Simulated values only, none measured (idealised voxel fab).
Documented hereafter: the process module known as voxel wiring stack.
In the cross-section labelled cut, the width is 210 nm and each square cell is 5 nm.
In this document a cross-section is written as a grid of square cells. It is given as a series of bands, listed from the top down, and a band is one or more rows of cells.
Look at the band entry: it leads with the top's height and the bottom's height in nm. Then it lists the materials left to right, with a width in nm for each. The word "full width" on a single material says that material fills the band edge to edge. The word "empty" is empty space.
Basically, 0 is our baseline, since under it the wafer straight out of the box is all one material. The bottom band has no lower end and keeps on going down, so it looks like "top 0, no bottom".
A width given as "30 to 40" starts at the first number in the band's top row and ends at the second number in its bottom row, shifting by an equal amount at every step from row to row.
Take "identical to before" at face value: in the step it is given for, the cross-section changed in none of its cells.
Voids not open to the top, 8 cells minimum: see "Closed void catalog". Written width x height at distance; distance is from the left edge; nm.
If you see something after the settings on a step's line, that's the simulator's own remark about that step.
You can add "overlay nm" to a step's line. For a step with a mask, it describes how far the mask lay to the right of its planned position, and a negative number describes a lay to the left.
THESE ARE THE STEPS WE PLANNED FOR THE PROCESS
| 1 | RECEIVE,material Si |
| 2 | CONFORMAL_DEP,material SiO2,thk nm 15 |
| 3 | DIRECTIONAL_DEP,material TiN,thk nm 5 |
| 4 | DIRECTIONAL_DEP,material W,thk nm 20 |
| 5 | DIRECTIONAL_DEP,material aC,thk nm 10 |
| 6 | PATTERN,tone cover,mask id METAL_1,material resist,width nm 20,pitch nm 40,thk nm 25,overlay nm 0 |
| 7 | DIRECTIONAL_ETCH,etch materials aC,depth nm 10 |
| 8 | STRIP,etch materials resist |
| 9 | DIRECTIONAL_ETCH,etch materials W,depth nm 20 |
| 10 | DIRECTIONAL_ETCH,etch materials TiN,depth nm 5 |
| 11 | STRIP,etch materials aC |
| 12 | CONFORMAL_DEP,material SiN,thk nm 5 |
| 13 | FILL_DEP,material lowk,thk nm 10 |
| 14 | CMP,height nm 40 |
| 15 | CONFORMAL_DEP,material SiCN,thk nm 5 |
| 16 | DIRECTIONAL_DEP,material lowk,thk nm 25 |
| 17 | PATTERN,tone open,mask id METAL_2,material resist,width nm 20,pitch nm 40,thk nm 15,overlay nm 0 |
| 18 | DIRECTIONAL_ETCH,etch materials lowk,depth nm 15 |
| 19 | STRIP,etch materials resist |
| 20 | DIRECTIONAL_DEP,material aC,thk nm 15 |
| 21 | PATTERN,tone open,mask id METAL_2_HOLES,material resist,width nm 15,pitch nm 80,thk nm 30,overlay nm 0 |
| 22 | DIRECTIONAL_ETCH,etch materials aC,depth nm 15 |
| 23 | STRIP,etch materials resist |
| 24 | DIRECTIONAL_ETCH,etch materials lowk,depth nm 10 |
| 25 | DIRECTIONAL_ETCH,etch materials SiCN,depth nm 5 |
| 26 | STRIP,etch materials aC |
| 27 | CONFORMAL_DEP,material TiN,thk nm 5 |
| 28 | FILL_DEP,material Cu,thk nm 10 |
| 29 | CMP,height nm 70 |
| 30 | CONFORMAL_DEP,material SiCN,thk nm 5 |
| 31 | DIRECTIONAL_DEP,material lowk,thk nm 10 |
| 32 | MASKED_ETCH,tone open,mask id PLUG_2,width nm 15,pitch nm 80,etch materials lowk,depth nm 10,overlay nm 0 |
| 33 | MASKED_ETCH,tone open,mask id PLUG_2,width nm 15,pitch nm 80,etch materials SiCN,depth nm 5,overlay nm 0 |
| 34 | CONFORMAL_DEP,material TiN,thk nm 5 |
| 35 | FILL_DEP,material Cu,thk nm 10 |
| 36 | CMP,height nm 85 |
| 37 | CONFORMAL_DEP,material SiN,thk nm 5 |
| 38 | DIRECTIONAL_DEP,material SiO2,thk nm 20 |
| 39 | MASKED_ETCH,tone open,mask id METAL_3,width nm 20,pitch nm 40,etch materials SiO2,depth nm 20,overlay nm 0 |
| 40 | MASKED_ETCH,tone open,mask id METAL_3,width nm 20,pitch nm 40,etch materials SiN,depth nm 5,overlay nm 0 |
| 41 | CONFORMAL_DEP,material TiN,thk nm 5 |
| 42 | FILL_DEP,material Cu,thk nm 10 |
| 43 | CMP,height nm 110 |
| 44 | CONFORMAL_DEP,material SiCN,thk nm 5 |
| 45 | DIRECTIONAL_DEP,material lowk,thk nm 35 |
| 46 | PATTERN,tone open,mask id METAL_4_HOLES,material resist,width nm 15,pitch nm 40,thk nm 20,overlay nm 0 |
| 47 | DIRECTIONAL_ETCH,etch materials lowk,depth nm 35 |
| 48 | STRIP,etch materials resist |
| 49 | DIRECTIONAL_DEP,material aC,thk nm 10 |
| 50 | PATTERN,tone open,mask id METAL_4,material resist,width nm 20,pitch nm 40,thk nm 25,overlay nm 0 |
| 51 | DIRECTIONAL_ETCH,etch materials aC,depth nm 10 |
| 52 | STRIP,etch materials resist |
| 53 | DIRECTIONAL_ETCH,etch materials lowk,depth nm 20 |
| 54 | DIRECTIONAL_ETCH,etch materials SiCN,depth nm 5 |
| 55 | STRIP,etch materials aC |
| 56 | CONFORMAL_DEP,material TiN,thk nm 5 |
| 57 | FILL_DEP,material Ru,thk nm 10 |
| 58 | CMP,height nm 150 |
| 59 | CONFORMAL_DEP,material SiN,thk nm 5 |
WAFER AT RECEIPT (POST STEP 1), CROSS-SECTION
* top 0, no bottom  Si full width
* Closed void catalog: none
MODULE COMPLETE - CROSS-SECTION OF THE FIRST OF TWO WAFERS, RUN ACCORDING TO PLAN
* top 155, bottom 150  SiN full width
* top 150, bottom 135  lowk=55 / TiN=5 / Ru=10 / TiN=5 / lowk=20 / TiN=5 / Ru=10 / TiN=5 / lowk=20 / TiN=5 / Ru=10 / TiN=5 / lowk=55
* top 135, bottom 130  lowk=55 / TiN=5 / Ru=5 / TiN=10 / lowk=20 / TiN=5 / Ru=5 / TiN=10 / lowk=20 / TiN=5 / Ru=5 / TiN=10 / lowk=55
* top 130, bottom 115  lowk=55 / TiN=5 / Ru=5 / TiN=5 / lowk=25 / TiN=5 / Ru=5 / TiN=5 / lowk=25 / TiN=5 / Ru=5 / TiN=5 / lowk=60
* top 115, bottom 110  SiCN=55 / TiN=15 / SiCN=25 / TiN=15 / SiCN=25 / TiN=15 / SiCN=60
* top 110, bottom 90  SiO2=55 / TiN=5 / Cu=10 / TiN=5 / SiO2=20 / TiN=5 / Cu=10 / TiN=5 / SiO2=20 / TiN=5 / Cu=10 / TiN=5 / SiO2=55
* top 90, bottom 85  SiN=55 / TiN=20 / SiN=20 / TiN=20 / SiN=20 / TiN=20 / SiN=55
* top 85, bottom 75  lowk=55 / TiN=5 / Cu=5 / TiN=5 / lowk=65 / TiN=5 / Cu=5 / TiN=5 / lowk=60
* top 75, bottom 70  SiCN=55 / TiN=15 / SiCN=65 / TiN=15 / SiCN=60
* top 70, bottom 60  lowk=55 / TiN=5 / Cu=10 / TiN=5 / lowk=20 / TiN=5 / Cu=10 / TiN=5 / lowk=20 / TiN=5 / Cu=10 / TiN=5 / lowk=55
* top 60, bottom 55  lowk=55 / TiN=5 / Cu=5 / TiN=10 / lowk=20 / TiN=20 / lowk=20 / TiN=5 / Cu=5 / TiN=10 / lowk=55
* top 55, bottom 45  lowk=55 / TiN=5 / Cu=5 / TiN=5 / lowk=65 / TiN=5 / Cu=5 / TiN=5 / lowk=60
* top 45, bottom 40  SiCN=55 / TiN=15 / SiCN=65 / TiN=15 / SiCN=60
* top 40, bottom 20  lowk=50 / SiN=5 / W=20 / SiN=5 / lowk=10 / SiN=5 / W=20 / SiN=5 / lowk=10 / SiN=5 / W=20 / SiN=5 / lowk=50
* top 20, bottom 15  SiN=55 / TiN=20 / SiN=20 / TiN=20 / SiN=20 / TiN=20 / SiN=55
* top 15, bottom 0  SiO2 full width
* top 0, no bottom  Si full width
* Closed void catalog: none
WHAT THE SECOND WAFER LOOKS LIKE IN CROSS-SECTION ONCE THE MODULE IS DONE. ITS START AND ITS PLAN MATCHED THE FIRST WAFER'S EXACTLY; WHAT DIFFERED WAS ONE MISTAKE IN HOW IT WAS RUN
* top 170, bottom 165  SiN full width
* top 165, bottom 155  Ru full width
* top 155, bottom 150  TiN=60 / Ru=10 / TiN=30 / Ru=10 / TiN=30 / Ru=10 / TiN=60
* top 150, bottom 135  lowk=55 / TiN=5 / Ru=10 / TiN=5 / lowk=20 / TiN=5 / Ru=10 / TiN=5 / lowk=20 / TiN=5 / Ru=10 / TiN=5 / lowk=55
* top 135, bottom 130  lowk=55 / TiN=5 / Ru=5 / TiN=10 / lowk=20 / TiN=5 / Ru=5 / TiN=10 / lowk=20 / TiN=5 / Ru=5 / TiN=10 / lowk=55
* top 130, bottom 115  lowk=55 / TiN=5 / Ru=5 / TiN=5 / lowk=25 / TiN=5 / Ru=5 / TiN=5 / lowk=25 / TiN=5 / Ru=5 / TiN=5 / lowk=60
* top 115, bottom 110  SiCN=55 / TiN=15 / SiCN=25 / TiN=15 / SiCN=25 / TiN=15 / SiCN=60
* top 110, bottom 90  SiO2=55 / TiN=5 / Cu=10 / TiN=5 / SiO2=20 / TiN=5 / Cu=10 / TiN=5 / SiO2=20 / TiN=5 / Cu=10 / TiN=5 / SiO2=55
* top 90, bottom 85  SiN=55 / TiN=20 / SiN=20 / TiN=20 / SiN=20 / TiN=20 / SiN=55
* top 85, bottom 75  lowk=55 / TiN=5 / Cu=5 / TiN=5 / lowk=65 / TiN=5 / Cu=5 / TiN=5 / lowk=60
* top 75, bottom 70  SiCN=55 / TiN=15 / SiCN=65 / TiN=15 / SiCN=60
* top 70, bottom 60  lowk=55 / TiN=5 / Cu=10 / TiN=5 / lowk=20 / TiN=5 / Cu=10 / TiN=5 / lowk=20 / TiN=5 / Cu=10 / TiN=5 / lowk=55
* top 60, bottom 55  lowk=55 / TiN=5 / Cu=5 / TiN=10 / lowk=20 / TiN=20 / lowk=20 / TiN=5 / Cu=5 / TiN=10 / lowk=55
* top 55, bottom 45  lowk=55 / TiN=5 / Cu=5 / TiN=5 / lowk=65 / TiN=5 / Cu=5 / TiN=5 / lowk=60
* top 45, bottom 40  SiCN=55 / TiN=15 / SiCN=65 / TiN=15 / SiCN=60
* top 40, bottom 20  lowk=50 / SiN=5 / W=20 / SiN=5 / lowk=10 / SiN=5 / W=20 / SiN=5 / lowk=10 / SiN=5 / W=20 / SiN=5 / lowk=50
* top 20, bottom 15  SiN=55 / TiN=20 / SiN=20 / TiN=20 / SiN=20 / TiN=20 / SiN=55
* top 15, bottom 0  SiO2 full width
* top 0, no bottom  Si full width
* Closed void catalog: none
Heads up, the wafer didn't run the way we planned it: the plan's step 58 went unexecuted, having been skipped
The closing comparison, in cells, has the second wafer with more or fewer of some materials than the first: +90 Ru, +36 TiN
